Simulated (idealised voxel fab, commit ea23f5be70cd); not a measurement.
Herein follows the process module entitled voxel fin reveal.
cross-section cut | 245 nm wide | cells 5 nm
Throughout this document, each cross-section is represented as a grid of square cells and is presented as a sequence of bands enumerated from the top downward, where a band comprises one or more rows of cells. Heads up on the band format: heights come first, top then bottom, in nm. After that it's the materials left to right, each with its width in nm. A single material flagged "throughout" fills the whole band edge to edge, and "air" means there's empty space there. Height reference: 0 = level under which incoming wafer is all one material. Lowest band: no bottom, runs on downward, e.g. "0 -> down". When a width is written as two numbers, as in "30..40", the first number is the width in the top row of cells of the band and the second is the width in its bottom row, and the width changes by the same amount from each row to the next. Given "left unchanged" for a step, no cell of the cross-section differs between before and after that step. Closed-off voids of 8+ cells (no open route to the top) go in "Sealed internal voids", written width x height at distance from the left edge, in nm. Past the settings on a step's line: simulator remark, on that step. overlay nm, on a step with a mask: how far to the right of its planned place the mask lay; to the left if negative.
-- Set out below are the planned steps of the process
1. op RECEIVE | material Si
2. op CONFORMAL_DEP | material SiN | thk nm 5
3. op PATTERN | tone cover | mask id FINS | material resist | width nm 15 | pitch nm 35 | thk nm 20 | overlay nm 0
4. op DIRECTIONAL_ETCH | etch materials SiN | depth nm 5
5. op DIRECTIONAL_ETCH | etch materials Si | depth nm 40
6. op STRIP | etch materials resist
7. op OXIDIZE | depth nm 5
8. op FILL_DEP | material SiO2 | thk nm 15
9. op CMP | height nm 5
10. op SELECTIVE_ETCH | etch materials SiO2 | depth nm 20
11. op STRIP | etch materials SiN
-- Shown in cross-section is the wafer as received, that is, as it stands after step 1
* 0 -> down = Si throughout
* Sealed internal voids: none
-- End state of the module in cross-section, given the above starting point and plan and one mistake in execution
* 0 -> -15 = 75 of Si | 25 of air | 10 of Si | 25 of air | 10 of Si | 25 of air | 75 of Si
* -15 -> -45 = 75 of Si | 25 of SiO2 | 10 of Si | 25 of SiO2 | 10 of Si | 25 of SiO2 | 75 of Si
* -45 -> down = Si throughout
* Sealed internal voids: none
Which mistake was made when the wafer was run? step 3 went in with a setting other than planned; the actual run was op PATTERN | tone open | mask id FINS | material resist | width nm 15 | pitch nm 35 | thk nm 20 | overlay nm 0
